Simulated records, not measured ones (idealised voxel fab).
process module | voxel ribs on slabs
cross-section cut | 140 nm wide | cells 5 nm
A cross-section is a grid of square cells, given in bands from the top down. A band is one or more rows of cells.
Each band's line starts with the height of the band's top and of its bottom, in nm. Then come its materials from left to right, each with its width in nm. One material with "throughout" fills the band from edge to edge. "air" is empty space.
Height 0 is the level under which the wafer as received is all one material. The lowest band goes on downwards, as in "0 down".
A width such as "30 to 40" changes by the same amount from each row of cells to the next, from the band's top row to its bottom row.
"no change" after a step means that no cell of the cross-section changed.
closed voids: empty space of 8 cells or more with no open way to the top, each as width x height at its distance from the left edge, in nm
after a step's settings: what the simulator itself notes on the step
overlay nm, on a step with a mask: how far to the right of its planned place the mask lay; to the left if negative
plan
1 op RECEIVE | material Si
2 op DIRECTIONAL_DEP | material SiO2 | thk nm 30
3 op DIRECTIONAL_DEP | material SiN | thk nm 20
4 op DIRECTIONAL_DEP | material aC | thk nm 15
5 op PATTERN | tone cover | mask id RIB | material resist | width nm 20 | thk nm 35 | overlay nm 0
6 op DIRECTIONAL_ETCH | etch materials aC | depth nm 15
7 op STRIP | etch materials resist
8 op DIRECTIONAL_ETCH | etch materials SiN | depth nm 10
9 op STRIP | etch materials aC
10 op DIRECTIONAL_DEP | material aC | thk nm 15
11 op PATTERN | tone cover | mask id SLAB | material resist | width nm 50 | thk nm 35 | overlay nm 0
12 op DIRECTIONAL_ETCH | etch materials aC | depth nm 15
13 op STRIP | etch materials resist
14 op DIRECTIONAL_ETCH | etch materials SiN | depth nm 10
15 op STRIP | etch materials aC
16 op FILL_DEP | material SiO2 | thk nm 25
17 op CMP | height nm 65
18 op DIRECTIONAL_DEP | material TiN | thk nm 5
19 op DIRECTIONAL_DEP | material aC | thk nm 10
20 op PATTERN | tone cover | mask id HEATER | material resist | width nm 30 | thk nm 25 | overlay nm 0
21 op DIRECTIONAL_ETCH | etch materials aC | depth nm 10
22 op STRIP | etch materials resist
23 op DIRECTIONAL_ETCH | etch materials TiN | depth nm 5
24 op STRIP | etch materials aC
25 op CONFORMAL_DEP | material SiN | thk nm 10
as received, after step 1
  0 down: Si throughout
  closed voids: none
first wafer at the end, as planned
  80 to 75: air 45 | SiN 50 | air 45
  75 to 70: SiN throughout
  70 to 65: SiN 55 | TiN 30 | SiN 55
  65 to 50: SiO2 throughout
  50 to 40: SiO2 60 | SiN 20 | SiO2 60
  40 to 30: SiO2 45 | SiN 50 | SiO2 45
  30 to 0: SiO2 throughout
  0 down: Si throughout
  closed voids: none
second wafer at the end: like start, like plan, one mistake
  70 to 65: air 55 | TiN 30 | air 55
  65 to 50: SiO2 throughout
  50 to 40: SiO2 60 | SiN 20 | SiO2 60
  40 to 30: SiO2 45 | SiN 50 | SiO2 45
  30 to 0: SiO2 throughout
  0 down: Si throughout
  closed voids: none
what went wrong: step 25 was left out
at the end the second wafer has, in cells: 60 fewer of SiN
